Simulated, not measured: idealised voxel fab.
Process module heading - voxel quadruple lines
Cross-section cut: width 245 nm, square cells of 5 nm.
We lay out every cross-section as a grid of square cells and spell it out in bands from the top down, where one band means one or more rows of cells. Read a band's entry like this: the first values are the height of its top and the height of its bottom in nm, and what follows is the sequence of materials from left to right, each with its width in nm. Note that "empty" is empty space, and that a single material marked "everywhere" reaches across the band from edge to edge. We count height from 0. Below that, the starting wafer is all one material. The lowest band never ends at the bottom but goes on down; see "0 -> down" for how that is written. Graded width ("30 to 40"): value in top row of band = first number; value in bottom row = second number; row-to-row change constant. Any step labelled "remained the same" changed none of the cells in the cross-section. Reported under the label "Closed internal voids" are the empty spaces having no open way to the top and comprising 8 cells or more; the notation for each is width x height at distance, in which the distance is measured from the left edge and all three values are in nm. Anything after a step's settings on that line? It's the simulator's own note about the step. Among the settings permitted on a step's line is "overlay nm"; applied to a step with a mask, it specifies the extent to which the mask lay to the right of its planned position, whereas a negative figure signifies a position to the left. If you're wondering how to read the rest of this, here's the deal. It's pairs of cross-sections: one from before a process step, one from after it. The after one is only drawn as far down as the lowest band that changed. Right under each pair you'll see which step sits between them and what its settings were. Don't read the pairs as one continuous story, though. They can come from different runs of this module on the same starting wafer, and a pair only carries on from the one above it where its entry headed "Pre-step condition" says so.

Pre-step condition
	20 -> 15 = SiO2 everywhere
	15 -> 5 = 70 nm SiO2; 5 nm TiN; 5 nm SiO2; 5 nm TiN; 10 nm SiO2; 5 nm TiN; 5 nm SiO2; 5 nm TiN; 20 nm SiO2; 5 nm TiN; 5 nm SiO2; 5 nm TiN; 10 nm SiO2; 5 nm TiN; 5 nm SiO2; 5 nm TiN; 75 nm SiO2
	5 -> 0 = Al2O3 everywhere
	0 -> down = Si everywhere
	Closed internal voids: none

Result of Step
	15 -> 5 = 70 nm SiO2; 5 nm TiN; 5 nm SiO2; 5 nm TiN; 10 nm SiO2; 5 nm TiN; 5 nm SiO2; 5 nm TiN; 20 nm SiO2; 5 nm TiN; 5 nm SiO2; 5 nm TiN; 10 nm SiO2; 5 nm TiN; 5 nm SiO2; 5 nm TiN; 75 nm SiO2
	Lower than 5, everything is as it was.
	Closed internal voids: none
Quick note on the step between the two cross-sections above: CMP with height nm 15

Pre-step condition
	55 -> 35 = aC everywhere
	35 -> 15 = polySi everywhere
	15 -> 5 = TiN everywhere
	5 -> 0 = Al2O3 everywhere
	0 -> down = Si everywhere
	Closed internal voids: none

Result of Step
	80 -> 55 = 75 nm empty; 30 nm resist; 30 nm empty; 30 nm resist; 80 nm empty
	Lower than 55, everything is as it was.
	Closed internal voids: none
Quick note on the step between the two cross-sections above: PATTERN with tone cover, mask id MANDREL, material resist, width nm 30, pitch nm 60, thk nm 25, overlay nm 0

Pre-step condition: this step begins from the cross-section that the pair just above shows after its step.

Result of Step
	60 -> 55 = 75 nm empty; 30 nm resist; 30 nm empty; 30 nm resist; 80 nm empty
	55 -> 35 = 75 nm empty; 30 nm aC; 30 nm empty; 30 nm aC; 80 nm empty
	Lower than 35, everything is as it was.
	Closed internal voids: none
Quick note on the step between the two cross-sections above: DIRECTIONAL_ETCH with etch materials aC, depth nm 20

Pre-step condition: this step begins from the cross-section that the pair just above shows after its step.

Result of Step
	55 -> 35 = 75 nm empty; 30 nm aC; 30 nm empty; 30 nm aC; 80 nm empty
	Lower than 35, everything is as it was.
	Closed internal voids: none
Quick note on the step between the two cross-sections above: STRIP with etch materials resist

Pre-step condition: this step begins from the cross-section that the pair just above shows after its step.

Result of Step
	65 -> 55 = 65 nm empty; 50 nm SiO2; 10 nm empty; 50 nm SiO2; 70 nm empty
	55 -> 45 = 65 nm empty; 10 nm SiO2; 30 nm aC; 10 nm SiO2; 10 nm empty; 10 nm SiO2; 30 nm aC; 10 nm SiO2; 70 nm empty
	45 -> 35 = 75 nm SiO2; 30 nm aC; 30 nm SiO2; 30 nm aC; 80 nm SiO2
	Lower than 35, everything is as it was.
	Closed internal voids: none
Quick note on the step between the two cross-sections above: CONFORMAL_DEP with material SiO2, thk nm 10

Pre-step condition: this step begins from the cross-section that the pair just above shows after its step.

Result of Step
	55 -> 35 = 65 nm empty; 10 nm SiO2; 30 nm aC; 10 nm SiO2; 10 nm empty; 10 nm SiO2; 30 nm aC; 10 nm SiO2; 70 nm empty
	Lower than 35, everything is as it was.
	Closed internal voids: none
Quick note on the step between the two cross-sections above: DIRECTIONAL_ETCH with etch materials SiO2, depth nm 10

Pre-step condition: this step begins from the cross-section that the pair just above shows after its step.

Result of Step
	55 -> 35 = 65 nm empty; 10 nm SiO2; 30 nm empty; 10 nm SiO2; 10 nm empty; 10 nm SiO2; 30 nm empty; 10 nm SiO2; 70 nm empty
	Lower than 35, everything is as it was.
	Closed internal voids: none
Quick note on the step between the two cross-sections above: STRIP with etch materials aC

Pre-step condition: this step begins from the cross-section that the pair just above shows after its step.

Result of Step
	55 -> 35 = 65 nm empty; 10 nm SiO2; 30 nm empty; 10 nm SiO2; 10 nm empty; 10 nm SiO2; 30 nm empty; 10 nm SiO2; 70 nm empty
	35 -> 15 = 65 nm empty; 10 nm polySi; 30 nm empty; 10 nm polySi; 10 nm empty; 10 nm polySi; 30 nm empty; 10 nm polySi; 70 nm empty
	Lower than 15, everything is as it was.
	Closed internal voids: none
Quick note on the step between the two cross-sections above: DIRECTIONAL_ETCH with etch materials polySi, depth nm 20

Pre-step condition: this step begins from the cross-section that the pair just above shows after its step.

Result of Step
	35 -> 15 = 65 nm empty; 10 nm polySi; 30 nm empty; 10 nm polySi; 10 nm empty; 10 nm polySi; 30 nm empty; 10 nm polySi; 70 nm empty
	Lower than 15, everything is as it was.
	Closed internal voids: none
Quick note on the step between the two cross-sections above: STRIP with etch materials SiO2

Pre-step condition: this step begins from the cross-section that the pair just above shows after its step.

Result of Step
	40 -> 35 = 60 nm empty; 20 nm SiCN; 20 nm empty; 40 nm SiCN; 20 nm empty; 20 nm SiCN; 65 nm empty
	35 -> 20 = 60 nm empty; 5 nm SiCN; 10 nm polySi; 5 nm SiCN; 20 nm empty; 5 nm SiCN; 10 nm polySi; 10 nm SiCN; 10 nm polySi; 5 nm SiCN; 20 nm empty; 5 nm SiCN; 10 nm polySi; 5 nm SiCN; 65 nm empty
	20 -> 15 = 65 nm SiCN; 10 nm polySi; 30 nm SiCN; 10 nm polySi; 10 nm SiCN; 10 nm polySi; 30 nm SiCN; 10 nm polySi; 70 nm SiCN
	Lower than 15, everything is as it was.
	Closed internal voids: none
Quick note on the step between the two cross-sections above: CONFORMAL_DEP with material SiCN, thk nm 5

Pre-step condition: this step begins from the cross-section that the pair just above shows after its step.

Result of Step
	35 -> 15 = 60 nm empty; 5 nm SiCN; 10 nm polySi; 5 nm SiCN; 20 nm empty; 5 nm SiCN; 10 nm polySi; 10 nm SiCN; 10 nm polySi; 5 nm SiCN; 20 nm empty; 5 nm SiCN; 10 nm polySi; 5 nm SiCN; 65 nm empty
	Lower than 15, everything is as it was.
	Closed internal voids: none
Quick note on the step between the two cross-sections above: DIRECTIONAL_ETCH with etch materials SiCN, depth nm 5

Pre-step condition: this step begins from the cross-section that the pair just above shows after its step.

Result of Step
	35 -> 15 = 60 nm empty; 5 nm SiCN; 10 nm empty; 5 nm SiCN; 20 nm empty; 5 nm SiCN; 10 nm empty; 10 nm SiCN; 10 nm empty; 5 nm SiCN; 20 nm empty; 5 nm SiCN; 10 nm empty; 5 nm SiCN; 65 nm empty
	Lower than 15, everything is as it was.
	Closed internal voids: none
Quick note on the step between the two cross-sections above: STRIP with etch materials polySi

Pre-step condition: this step begins from the cross-section that the pair just above shows after its step.

Result of Step
	35 -> 15 = 60 nm empty; 5 nm SiCN; 10 nm empty; 5 nm SiCN; 20 nm empty; 5 nm SiCN; 10 nm empty; 10 nm SiCN; 10 nm empty; 5 nm SiCN; 20 nm empty; 5 nm SiCN; 10 nm empty; 5 nm SiCN; 65 nm empty
	15 -> 5 = 60 nm empty; 5 nm TiN; 10 nm empty; 5 nm TiN; 20 nm empty; 5 nm TiN; 10 nm empty; 10 nm TiN; 10 nm empty; 5 nm TiN; 20 nm empty; 5 nm TiN; 10 nm empty; 5 nm TiN; 65 nm empty
	Lower than 5, everything is as it was.
	Closed internal voids: none
Quick note on the step between the two cross-sections above: DIRECTIONAL_ETCH with etch materials TiN, depth nm 10

Pre-step condition: this step begins from the cross-section that the pair just above shows after its step.

Result of Step
	15 -> 5 = 60 nm empty; 5 nm TiN; 10 nm empty; 5 nm TiN; 20 nm empty; 5 nm TiN; 10 nm empty; 10 nm TiN; 10 nm empty; 5 nm TiN; 20 nm empty; 5 nm TiN; 10 nm empty; 5 nm TiN; 65 nm empty
	Lower than 5, everything is as it was.
	Closed internal voids: none
Quick note on the step between the two cross-sections above: STRIP with etch materials SiCN

Pre-step condition: this step begins from the cross-section that the pair just above shows after its step.

Result of Step
	20 -> 15 = SiO2 everywhere
	15 -> 5 = 60 nm SiO2; 5 nm TiN; 10 nm SiO2; 5 nm TiN; 20 nm SiO2; 5 nm TiN; 10 nm SiO2; 10 nm TiN; 10 nm SiO2; 5 nm TiN; 20 nm SiO2; 5 nm TiN; 10 nm SiO2; 5 nm TiN; 65 nm SiO2
	Lower than 5, everything is as it was.
	Closed internal voids: none
Quick note on the step between the two cross-sections above: FILL_DEP with material SiO2, thk nm 5

Pre-step condition: this step begins from the cross-section that the pair just above shows after its step.

Result of Step
	15 -> 5 = 60 nm SiO2; 5 nm TiN; 10 nm SiO2; 5 nm TiN; 20 nm SiO2; 5 nm TiN; 10 nm SiO2; 10 nm TiN; 10 nm SiO2; 5 nm TiN; 20 nm SiO2; 5 nm TiN; 10 nm SiO2; 5 nm TiN; 65 nm SiO2
	Lower than 5, everything is as it was.
	Closed internal voids: none
Quick note on the step between the two cross-sections above: CMP with height nm 15

Pre-step condition
	55 -> 35 = aC everywhere
	35 -> 15 = polySi everywhere
	15 -> 5 = TiN everywhere
	5 -> 0 = Al2O3 everywhere
	0 -> down = Si everywhere
	Closed internal voids: none

Result of Step
	80 -> 55 = 75 nm empty; 20 nm resist; 40 nm empty; 20 nm resist; 90 nm empty
	Lower than 55, everything is as it was.
	Closed internal voids: none
Quick note on the step between the two cross-sections above: PATTERN with tone cover, mask id MANDREL, material resist, width nm 20, pitch nm 60, thk nm 25, overlay nm -5

Pre-step condition: this step begins from the cross-section that the pair just above shows after its step.

Result of Step
	60 -> 55 = 75 nm empty; 20 nm resist; 40 nm empty; 20 nm resist; 90 nm empty
	55 -> 35 = 75 nm empty; 20 nm aC; 40 nm empty; 20 nm aC; 90 nm empty
	Lower than 35, everything is as it was.
	Closed internal voids: none
Quick note on the step between the two cross-sections above: DIRECTIONAL_ETCH with etch materials aC, depth nm 20

Pre-step condition: this step begins from the cross-section that the pair just above shows after its step.

Result of Step
	55 -> 35 = 75 nm empty; 20 nm aC; 40 nm empty; 20 nm aC; 90 nm empty
	Lower than 35, everything is as it was.
	Closed internal voids: none
Quick note on the step between the two cross-sections above: STRIP with etch materials resist

Pre-step condition: this step begins from the cross-section that the pair just above shows after its step.

Result of Step
	65 -> 55 = 65 nm empty; 40 nm SiO2; 20 nm empty; 40 nm SiO2; 80 nm empty
	55 -> 45 = 65 nm empty; 10 nm SiO2; 20 nm aC; 10 nm SiO2; 20 nm empty; 10 nm SiO2; 20 nm aC; 10 nm SiO2; 80 nm empty
	45 -> 35 = 75 nm SiO2; 20 nm aC; 40 nm SiO2; 20 nm aC; 90 nm SiO2
	Lower than 35, everything is as it was.
	Closed internal voids: none
Quick note on the step between the two cross-sections above: CONFORMAL_DEP with material SiO2, thk nm 10

Pre-step condition: this step begins from the cross-section that the pair just above shows after its step.

Result of Step
	55 -> 35 = 65 nm empty; 10 nm SiO2; 20 nm aC; 10 nm SiO2; 20 nm empty; 10 nm SiO2; 20 nm aC; 10 nm SiO2; 80 nm empty
	Lower than 35, everything is as it was.
	Closed internal voids: none
Quick note on the step between the two cross-sections above: DIRECTIONAL_ETCH with etch materials SiO2, depth nm 10

Pre-step condition: this step begins from the cross-section that the pair just above shows after its step.

Result of Step
	55 -> 35 = 65 nm empty; 10 nm SiO2; 20 nm empty; 10 nm SiO2; 20 nm empty; 10 nm SiO2; 20 nm empty; 10 nm SiO2; 80 nm empty
	Lower than 35, everything is as it was.
	Closed internal voids: none
Quick note on the step between the two cross-sections above: STRIP with etch materials aC

Pre-step condition: this step begins from the cross-section that the pair just above shows after its step.

Result of Step
	55 -> 35 = 65 nm empty; 10 nm SiO2; 20 nm empty; 10 nm SiO2; 20 nm empty; 10 nm SiO2; 20 nm empty; 10 nm SiO2; 80 nm empty
	35 -> 15 = 65 nm empty; 10 nm polySi; 20 nm empty; 10 nm polySi; 20 nm empty; 10 nm polySi; 20 nm empty; 10 nm polySi; 80 nm empty
	Lower than 15, everything is as it was.
	Closed internal voids: none
Quick note on the step between the two cross-sections above: DIRECTIONAL_ETCH with etch materials polySi, depth nm 20

Pre-step condition: this step begins from the cross-section that the pair just above shows after its step.

Result of Step
	35 -> 15 = 65 nm empty; 10 nm polySi; 20 nm empty; 10 nm polySi; 20 nm empty; 10 nm polySi; 20 nm empty; 10 nm polySi; 80 nm empty
	Lower than 15, everything is as it was.
	Closed internal voids: none
Quick note on the step between the two cross-sections above: STRIP with etch materials SiO2

Pre-step condition: this step begins from the cross-section that the pair just above shows after its step.

Result of Step
	40 -> 35 = 60 nm empty; 20 nm SiCN; 10 nm empty; 20 nm SiCN; 10 nm empty; 20 nm SiCN; 10 nm empty; 20 nm SiCN; 75 nm empty
	35 -> 20 = 60 nm empty; 5 nm SiCN; 10 nm polySi; 5 nm SiCN; 10 nm empty; 5 nm SiCN; 10 nm polySi; 5 nm SiCN; 10 nm empty; 5 nm SiCN; 10 nm polySi; 5 nm SiCN; 10 nm empty; 5 nm SiCN; 10 nm polySi; 5 nm SiCN; 75 nm empty
	20 -> 15 = 65 nm SiCN; 10 nm polySi; 20 nm SiCN; 10 nm polySi; 20 nm SiCN; 10 nm polySi; 20 nm SiCN; 10 nm polySi; 80 nm SiCN
	Lower than 15, everything is as it was.
	Closed internal voids: none
Quick note on the step between the two cross-sections above: CONFORMAL_DEP with material SiCN, thk nm 5

Pre-step condition: this step begins from the cross-section that the pair just above shows after its step.

Result of Step
	35 -> 15 = 60 nm empty; 5 nm SiCN; 10 nm polySi; 5 nm SiCN; 10 nm empty; 5 nm SiCN; 10 nm polySi; 5 nm SiCN; 10 nm empty; 5 nm SiCN; 10 nm polySi; 5 nm SiCN; 10 nm empty; 5 nm SiCN; 10 nm polySi; 5 nm SiCN; 75 nm empty
	Lower than 15, everything is as it was.
	Closed internal voids: none
Quick note on the step between the two cross-sections above: DIRECTIONAL_ETCH with etch materials SiCN, depth nm 5

Pre-step condition: this step begins from the cross-section that the pair just above shows after its step.

Result of Step
	35 -> 15 = 60 nm empty; 5 nm SiCN; 10 nm empty; 5 nm SiCN; 10 nm empty; 5 nm SiCN; 10 nm empty; 5 nm SiCN; 10 nm empty; 5 nm SiCN; 10 nm empty; 5 nm SiCN; 10 nm empty; 5 nm SiCN; 10 nm empty; 5 nm SiCN; 75 nm empty
	Lower than 15, everything is as it was.
	Closed internal voids: none
Quick note on the step between the two cross-sections above: STRIP with etch materials polySi

Pre-step condition: this step begins from the cross-section that the pair just above shows after its step.

Result of Step
	35 -> 15 = 60 nm empty; 5 nm SiCN; 10 nm empty; 5 nm SiCN; 10 nm empty; 5 nm SiCN; 10 nm empty; 5 nm SiCN; 10 nm empty; 5 nm SiCN; 10 nm empty; 5 nm SiCN; 10 nm empty; 5 nm SiCN; 10 nm empty; 5 nm SiCN; 75 nm empty
	15 -> 5 = 60 nm empty; 5 nm TiN; 10 nm empty; 5 nm TiN; 10 nm empty; 5 nm TiN; 10 nm empty; 5 nm TiN; 10 nm empty; 5 nm TiN; 10 nm empty; 5 nm TiN; 10 nm empty; 5 nm TiN; 10 nm empty; 5 nm TiN; 75 nm empty
	Lower than 5, everything is as it was.
	Closed internal voids: none
Quick note on the step between the two cross-sections above: DIRECTIONAL_ETCH with etch materials TiN, depth nm 10

Pre-step condition: this step begins from the cross-section that the pair just above shows after its step.

Result of Step
	15 -> 5 = 60 nm empty; 5 nm TiN; 10 nm empty; 5 nm TiN; 10 nm empty; 5 nm TiN; 10 nm empty; 5 nm TiN; 10 nm empty; 5 nm TiN; 10 nm empty; 5 nm TiN; 10 nm empty; 5 nm TiN; 10 nm empty; 5 nm TiN; 75 nm empty
	Lower than 5, everything is as it was.
	Closed internal voids: none
Quick note on the step between the two cross-sections above: STRIP with etch materials SiCN

Pre-step condition: this step begins from the cross-section that the pair just above shows after its step.

Result of Step
	20 -> 15 = SiO2 everywhere
	15 -> 5 = 60 nm SiO2; 5 nm TiN; 10 nm SiO2; 5 nm TiN; 10 nm SiO2; 5 nm TiN; 10 nm SiO2; 5 nm TiN; 10 nm SiO2; 5 nm TiN; 10 nm SiO2; 5 nm TiN; 10 nm SiO2; 5 nm TiN; 10 nm SiO2; 5 nm TiN; 75 nm SiO2
	Lower than 5, everything is as it was.
	Closed internal voids: none
Quick note on the step between the two cross-sections above: FILL_DEP with material SiO2, thk nm 5

Pre-step condition: this step begins from the cross-section that the pair just above shows after its step.

Result of Step
	15 -> 5 = 60 nm SiO2; 5 nm TiN; 10 nm SiO2; 5 nm TiN; 10 nm SiO2; 5 nm TiN; 10 nm SiO2; 5 nm TiN; 10 nm SiO2; 5 nm TiN; 10 nm SiO2; 5 nm TiN; 10 nm SiO2; 5 nm TiN; 10 nm SiO2; 5 nm TiN; 75 nm SiO2
	Lower than 5, everything is as it was.
	Closed internal voids: none
Quick note on the step between the two cross-sections above: CMP with height nm 15

Pre-step condition
	0 -> down = Si everywhere
	Closed internal voids: none

Result of Step
	5 -> 0 = SiO2 everywhere
	Lower than 0, everything is as it was.
	Closed internal voids: none
Quick note on the step between the two cross-sections above: CONFORMAL_DEP with material SiO2, thk nm 5

Pre-step condition: this step begins from the cross-section that the pair just above shows after its step.

Result of Step
	15 -> 5 = TiN everywhere
	Lower than 5, everything is as it was.
	Closed internal voids: none
Quick note on the step between the two cross-sections above: DIRECTIONAL_DEP with material TiN, thk nm 10

Pre-step condition: this step begins from the cross-section that the pair just above shows after its step.

Result of Step
	35 -> 15 = polySi everywhere
	Lower than 15, everything is as it was.
	Closed internal voids: none
Quick note on the step between the two cross-sections above: DIRECTIONAL_DEP with material polySi, thk nm 20

Pre-step condition: this step begins from the cross-section that the pair just above shows after its step.

Result of Step
	55 -> 35 = aC everywhere
	Lower than 35, everything is as it was.
	Closed internal voids: none
Quick note on the step between the two cross-sections above: DIRECTIONAL_DEP with material aC, thk nm 20

Pre-step condition: this step begins from the cross-section that the pair just above shows after its step.

Result of Step
	80 -> 55 = 80 nm empty; 20 nm resist; 40 nm empty; 20 nm resist; 85 nm empty
	Lower than 55, everything is as it was.
	Closed internal voids: none
Quick note on the step between the two cross-sections above: PATTERN with tone cover, mask id MANDREL, material resist, width nm 20, pitch nm 60, thk nm 25, overlay nm 0

Pre-step condition: this step begins from the cross-section that the pair just above shows after its step.

Result of Step
	60 -> 55 = 80 nm empty; 20 nm resist; 40 nm empty; 20 nm resist; 85 nm empty
	55 -> 35 = 80 nm empty; 20 nm aC; 40 nm empty; 20 nm aC; 85 nm empty
	Lower than 35, everything is as it was.
	Closed internal voids: none
Quick note on the step between the two cross-sections above: DIRECTIONAL_ETCH with etch materials aC, depth nm 20

Pre-step condition: this step begins from the cross-section that the pair just above shows after its step.

Result of Step
	55 -> 35 = 80 nm empty; 20 nm aC; 40 nm empty; 20 nm aC; 85 nm empty
	Lower than 35, everything is as it was.
	Closed internal voids: none
Quick note on the step between the two cross-sections above: STRIP with etch materials resist

Pre-step condition: this step begins from the cross-section that the pair just above shows after its step.

Result of Step
	65 -> 55 = 70 nm empty; 40 nm SiO2; 20 nm empty; 40 nm SiO2; 75 nm empty
	55 -> 45 = 70 nm empty; 10 nm SiO2; 20 nm aC; 10 nm SiO2; 20 nm empty; 10 nm SiO2; 20 nm aC; 10 nm SiO2; 75 nm empty
	45 -> 35 = 80 nm SiO2; 20 nm aC; 40 nm SiO2; 20 nm aC; 85 nm SiO2
	Lower than 35, everything is as it was.
	Closed internal voids: none
Quick note on the step between the two cross-sections above: CONFORMAL_DEP with material SiO2, thk nm 10

Pre-step condition: this step begins from the cross-section that the pair just above shows after its step.

Result of Step
	55 -> 35 = 70 nm empty; 10 nm SiO2; 20 nm aC; 10 nm SiO2; 20 nm empty; 10 nm SiO2; 20 nm aC; 10 nm SiO2; 75 nm empty
	Lower than 35, everything is as it was.
	Closed internal voids: none
Quick note on the step between the two cross-sections above: DIRECTIONAL_ETCH with etch materials SiO2, depth nm 10

Pre-step condition: this step begins from the cross-section that the pair just above shows after its step.

Result of Step
	55 -> 35 = 70 nm empty; 10 nm SiO2; 20 nm empty; 10 nm SiO2; 20 nm empty; 10 nm SiO2; 20 nm empty; 10 nm SiO2; 75 nm empty
	Lower than 35, everything is as it was.
	Closed internal voids: none
Quick note on the step between the two cross-sections above: STRIP with etch materials aC

Pre-step condition: this step begins from the cross-section that the pair just above shows after its step.

Result of Step
	55 -> 35 = 70 nm empty; 10 nm SiO2; 20 nm empty; 10 nm SiO2; 20 nm empty; 10 nm SiO2; 20 nm empty; 10 nm SiO2; 75 nm empty
	35 -> 15 = 70 nm empty; 10 nm polySi; 20 nm empty; 10 nm polySi; 20 nm empty; 10 nm polySi; 20 nm empty; 10 nm polySi; 75 nm empty
	Lower than 15, everything is as it was.
	Closed internal voids: none
Quick note on the step between the two cross-sections above: DIRECTIONAL_ETCH with etch materials polySi, depth nm 20

Pre-step condition: this step begins from the cross-section that the pair just above shows after its step.

Result of Step
	35 -> 15 = 70 nm empty; 10 nm polySi; 20 nm empty; 10 nm polySi; 20 nm empty; 10 nm polySi; 20 nm empty; 10 nm polySi; 75 nm empty
	Lower than 15, everything is as it was.
	Closed internal voids: none
Quick note on the step between the two cross-sections above: STRIP with etch materials SiO2

Pre-step condition: this step begins from the cross-section that the pair just above shows after its step.

Result of Step
	40 -> 35 = 65 nm empty; 20 nm SiCN; 10 nm empty; 20 nm SiCN; 10 nm empty; 20 nm SiCN; 10 nm empty; 20 nm SiCN; 70 nm empty
	35 -> 20 = 65 nm empty; 5 nm SiCN; 10 nm polySi; 5 nm SiCN; 10 nm empty; 5 nm SiCN; 10 nm polySi; 5 nm SiCN; 10 nm empty; 5 nm SiCN; 10 nm polySi; 5 nm SiCN; 10 nm empty; 5 nm SiCN; 10 nm polySi; 5 nm SiCN; 70 nm empty
	20 -> 15 = 70 nm SiCN; 10 nm polySi; 20 nm SiCN; 10 nm polySi; 20 nm SiCN; 10 nm polySi; 20 nm SiCN; 10 nm polySi; 75 nm SiCN
	Lower than 15, everything is as it was.
	Closed internal voids: none
Quick note on the step between the two cross-sections above: CONFORMAL_DEP with material SiCN, thk nm 5

Pre-step condition: this step begins from the cross-section that the pair just above shows after its step.

Result of Step
	35 -> 15 = 65 nm empty; 5 nm SiCN; 10 nm polySi; 5 nm SiCN; 10 nm empty; 5 nm SiCN; 10 nm polySi; 5 nm SiCN; 10 nm empty; 5 nm SiCN; 10 nm polySi; 5 nm SiCN; 10 nm empty; 5 nm SiCN; 10 nm polySi; 5 nm SiCN; 70 nm empty
	Lower than 15, everything is as it was.
	Closed internal voids: none
Quick note on the step between the two cross-sections above: DIRECTIONAL_ETCH with etch materials SiCN, depth nm 5

Pre-step condition: this step begins from the cross-section that the pair just above shows after its step.

Result of Step
	35 -> 15 = 65 nm empty; 5 nm SiCN; 10 nm empty; 5 nm SiCN; 10 nm empty; 5 nm SiCN; 10 nm empty; 5 nm SiCN; 10 nm empty; 5 nm SiCN; 10 nm empty; 5 nm SiCN; 10 nm empty; 5 nm SiCN; 10 nm empty; 5 nm SiCN; 70 nm empty
	Lower than 15, everything is as it was.
	Closed internal voids: none
Quick note on the step between the two cross-sections above: STRIP with etch materials polySi

Pre-step condition: this step begins from the cross-section that the pair just above shows after its step.

Result of Step
	35 -> 15 = 65 nm empty; 5 nm SiCN; 10 nm empty; 5 nm SiCN; 10 nm empty; 5 nm SiCN; 10 nm empty; 5 nm SiCN; 10 nm empty; 5 nm SiCN; 10 nm empty; 5 nm SiCN; 10 nm empty; 5 nm SiCN; 10 nm empty; 5 nm SiCN; 70 nm empty
	15 -> 5 = 65 nm empty; 5 nm TiN; 10 nm empty; 5 nm TiN; 10 nm empty; 5 nm TiN; 10 nm empty; 5 nm TiN; 10 nm empty; 5 nm TiN; 10 nm empty; 5 nm TiN; 10 nm empty; 5 nm TiN; 10 nm empty; 5 nm TiN; 70 nm empty
	Lower than 5, everything is as it was.
	Closed internal voids: none
Quick note on the step between the two cross-sections above: DIRECTIONAL_ETCH with etch materials TiN, depth nm 10

Pre-step condition: this step begins from the cross-section that the pair just above shows after its step.

Result of Step
	15 -> 5 = 65 nm empty; 5 nm TiN; 10 nm empty; 5 nm TiN; 10 nm empty; 5 nm TiN; 10 nm empty; 5 nm TiN; 10 nm empty; 5 nm TiN; 10 nm empty; 5 nm TiN; 10 nm empty; 5 nm TiN; 10 nm empty; 5 nm TiN; 70 nm empty
	Lower than 5, everything is as it was.
	Closed internal voids: none
Quick note on the step between the two cross-sections above: STRIP with etch materials SiCN

Pre-step condition: this step begins from the cross-section that the pair just above shows after its step.

Result of Step
	20 -> 15 = SiO2 everywhere
	15 -> 5 = 65 nm SiO2; 5 nm TiN; 10 nm SiO2; 5 nm TiN; 10 nm SiO2; 5 nm TiN; 10 nm SiO2; 5 nm TiN; 10 nm SiO2; 5 nm TiN; 10 nm SiO2; 5 nm TiN; 10 nm SiO2; 5 nm TiN; 10 nm SiO2; 5 nm TiN; 70 nm SiO2
	Lower than 5, everything is as it was.
	Closed internal voids: none
Quick note on the step between the two cross-sections above: FILL_DEP with material SiO2, thk nm 5

Pre-step condition: this step begins from the cross-section that the pair just above shows after its step.

Result of Step
	15 -> 5 = 65 nm SiO2; 5 nm TiN; 10 nm SiO2; 5 nm TiN; 10 nm SiO2; 5 nm TiN; 10 nm SiO2; 5 nm TiN; 10 nm SiO2; 5 nm TiN; 10 nm SiO2; 5 nm TiN; 10 nm SiO2; 5 nm TiN; 10 nm SiO2; 5 nm TiN; 70 nm SiO2
	Lower than 5, everything is as it was.
	Closed internal voids: none
Quick note on the step between the two cross-sections above: CMP with height nm 15

Pre-step condition
	55 -> 35 = aC everywhere
	35 -> 15 = polySi everywhere
	15 -> 5 = TiN everywhere
	5 -> 0 = Al2O3 everywhere
	0 -> down = Si everywhere
	Closed internal voids: none

Result of Step
	80 -> 55 = 80 nm resist; 20 nm empty; 40 nm resist; 20 nm empty; 85 nm resist
	Lower than 55, everything is as it was.
	Closed internal voids: none
Quick note on the step between the two cross-sections above: PATTERN with tone open, mask id MANDREL, material resist, width nm 20, pitch nm 60, thk nm 25, overlay nm 0

Pre-step condition: this step begins from the cross-section that the pair just above shows after its step.

Result of Step
	60 -> 55 = 80 nm resist; 20 nm empty; 40 nm resist; 20 nm empty; 85 nm resist
	55 -> 35 = 80 nm aC; 20 nm empty; 40 nm aC; 20 nm empty; 85 nm aC
	Lower than 35, everything is as it was.
	Closed internal voids: none
Quick note on the step between the two cross-sections above: DIRECTIONAL_ETCH with etch materials aC, depth nm 20

Pre-step condition: this step begins from the cross-section that the pair just above shows after its step.

Result of Step
	55 -> 35 = 80 nm aC; 20 nm empty; 40 nm aC; 20 nm empty; 85 nm aC
	Lower than 35, everything is as it was.
	Closed internal voids: none
Quick note on the step between the two cross-sections above: STRIP with etch materials resist

Pre-step condition: this step begins from the cross-section that the pair just above shows after its step.

Result of Step
	65 -> 55 = SiO2 everywhere
	55 -> 35 = 80 nm aC; 20 nm SiO2; 40 nm aC; 20 nm SiO2; 85 nm aC
	Lower than 35, everything is as it was.
	Closed internal voids: none
Quick note on the step between the two cross-sections above: CONFORMAL_DEP with material SiO2, thk nm 10

Pre-step condition: this step begins from the cross-section that the pair just above shows after its step.

Result of Step
	55 -> 35 = 80 nm aC; 20 nm SiO2; 40 nm aC; 20 nm SiO2; 85 nm aC
	Lower than 35, everything is as it was.
	Closed internal voids: none
Quick note on the step between the two cross-sections above: DIRECTIONAL_ETCH with etch materials SiO2, depth nm 10

Pre-step condition: this step begins from the cross-section that the pair just above shows after its step.

Result of Step
	55 -> 35 = 80 nm empty; 20 nm SiO2; 40 nm empty; 20 nm SiO2; 85 nm empty
	Lower than 35, everything is as it was.
	Closed internal voids: none
Quick note on the step between the two cross-sections above: STRIP with etch materials aC

Pre-step condition: this step begins from the cross-section that the pair just above shows after its step.

Result of Step
	55 -> 35 = 80 nm empty; 20 nm SiO2; 40 nm empty; 20 nm SiO2; 85 nm empty
	35 -> 15 = 80 nm empty; 20 nm polySi; 40 nm empty; 20 nm polySi; 85 nm empty
	Lower than 15, everything is as it was.
	Closed internal voids: none
Quick note on the step between the two cross-sections above: DIRECTIONAL_ETCH with etch materials polySi, depth nm 20

Pre-step condition: this step begins from the cross-section that the pair just above shows after its step.

Result of Step
	35 -> 15 = 80 nm empty; 20 nm polySi; 40 nm empty; 20 nm polySi; 85 nm empty
	Lower than 15, everything is as it was.
	Closed internal voids: none
Quick note on the step between the two cross-sections above: STRIP with etch materials SiO2

Pre-step condition: this step begins from the cross-section that the pair just above shows after its step.

Result of Step
	40 -> 35 = 75 nm empty; 30 nm SiCN; 30 nm empty; 30 nm SiCN; 80 nm empty
	35 -> 20 = 75 nm empty; 5 nm SiCN; 20 nm polySi; 5 nm SiCN; 30 nm empty; 5 nm SiCN; 20 nm polySi; 5 nm SiCN; 80 nm empty
	20 -> 15 = 80 nm SiCN; 20 nm polySi; 40 nm SiCN; 20 nm polySi; 85 nm SiCN
	Lower than 15, everything is as it was.
	Closed internal voids: none
Quick note on the step between the two cross-sections above: CONFORMAL_DEP with material SiCN, thk nm 5
